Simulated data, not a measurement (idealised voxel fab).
Herein follows the process module entitled voxel ribs on slabs.
For reference, the cross-section in this document is cut, with width 270 nm and square cells of 5 nm.
Heads up, the way a cross-section reads in here is a grid of square cells, handed over as bands from the top down, with every band being one or more rows of cells.
Within each band entry, the heights of the top and of the bottom of the band appear first, in that order and in nm; the materials of the band then follow from left to right, each with its corresponding width in nm. The designation "everywhere" on a single material indicates that it fills the band from edge to edge; the designation "empty" indicates empty space.
Beneath 0, the wafer as received is one material, and that level is where height counting begins. The lowest band goes on downward without a bottom; it is written like "from 0 down".
Width: "30->40" (first number = top row, second number = bottom row, same change from row to row of cells).
You'll sometimes find "same as before" written for a step, and that's the way of saying that nowhere in the cross-section did a cell change during that step.
The list in "Fully sealed voids" covers empty spaces of 8 cells or more that cannot reach the top through any open way, and it gives each as width x height at distance; the distance is from the left edge, and width, height and distance are in nm.
Past the settings on a step's line: simulator remark, on that step.
You can add "overlay nm" to a step's line. For a step with a mask, it describes how far the mask lay to the right of its planned position, and a negative number describes a lay to the left.
### Planned process steps
- 1: RECEIVE, material Si
- 2: DIRECTIONAL_DEP, material SiO2, thk nm 30
- 3: DIRECTIONAL_DEP, material polySi, thk nm 15
- 4: MASKED_ETCH, tone cover, mask id RIB, width nm 30, etch materials polySi, depth nm 10, overlay nm 0
- 5: MASKED_ETCH, tone cover, mask id SLAB, width nm 60, etch materials polySi, depth nm 5, overlay nm 0
- 6: FILL_DEP, material SiO2, thk nm 25
- 7: CMP, height nm 60
- 8: DIRECTIONAL_DEP, material W, thk nm 10
- 9: PATTERN, tone cover, mask id HEATER, material resist, width nm 40, thk nm 20, overlay nm 0
- 10: DIRECTIONAL_ETCH, etch materials W, depth nm 10
- 11: STRIP, etch materials resist
- 12: CONFORMAL_DEP, material SiN, thk nm 5
### Here's what the wafer looked like in cross-section when it arrived - that's after step 1
* from 0 down | Si everywhere
* Fully sealed voids: none
### First of two wafers: cross-section at end of module, run per plan
* from 75 to 70 | 110 nm empty, 50 nm SiN, 110 nm empty
* from 70 to 65 | 110 nm empty, 5 nm SiN, 40 nm W, 5 nm SiN, 110 nm empty
* from 65 to 60 | 115 nm SiN, 40 nm W, 115 nm SiN
* from 60 to 45 | SiO2 everywhere
* from 45 to 35 | 120 nm SiO2, 30 nm polySi, 120 nm SiO2
* from 35 to 30 | 105 nm SiO2, 60 nm polySi, 105 nm SiO2
* from 30 to 0 | SiO2 everywhere
* from 0 down | Si everywhere
* Fully sealed voids: none
### End-of-module cross-section of the second wafer: identical starting point and process plan to the first, with one processing mistake
* from 75 to 70 | 110 nm empty, 50 nm SiN, 110 nm empty
* from 70 to 65 | 110 nm empty, 5 nm SiN, 40 nm W, 5 nm SiN, 110 nm empty
* from 65 to 60 | 115 nm SiN, 40 nm W, 115 nm SiN
* from 60 to 50 | SiO2 everywhere
* from 50 to 40 | 120 nm SiO2, 30 nm polySi, 120 nm SiO2
* from 40 to 35 | 105 nm SiO2, 60 nm polySi, 105 nm SiO2
* from 35 to 30 | polySi everywhere
* from 30 to 0 | SiO2 everywhere
* from 0 down | Si everywhere
* Fully sealed voids: none
Where did the run depart from the plan? step 3 went in with a setting other than planned; the actual run was DIRECTIONAL_DEP, material polySi, thk nm 20
It is noted that, at the conclusion of processing, the second wafer exhibits a higher or lower cell count for certain materials relative to the first: 54 fewer of SiO2; 54 more of polySi
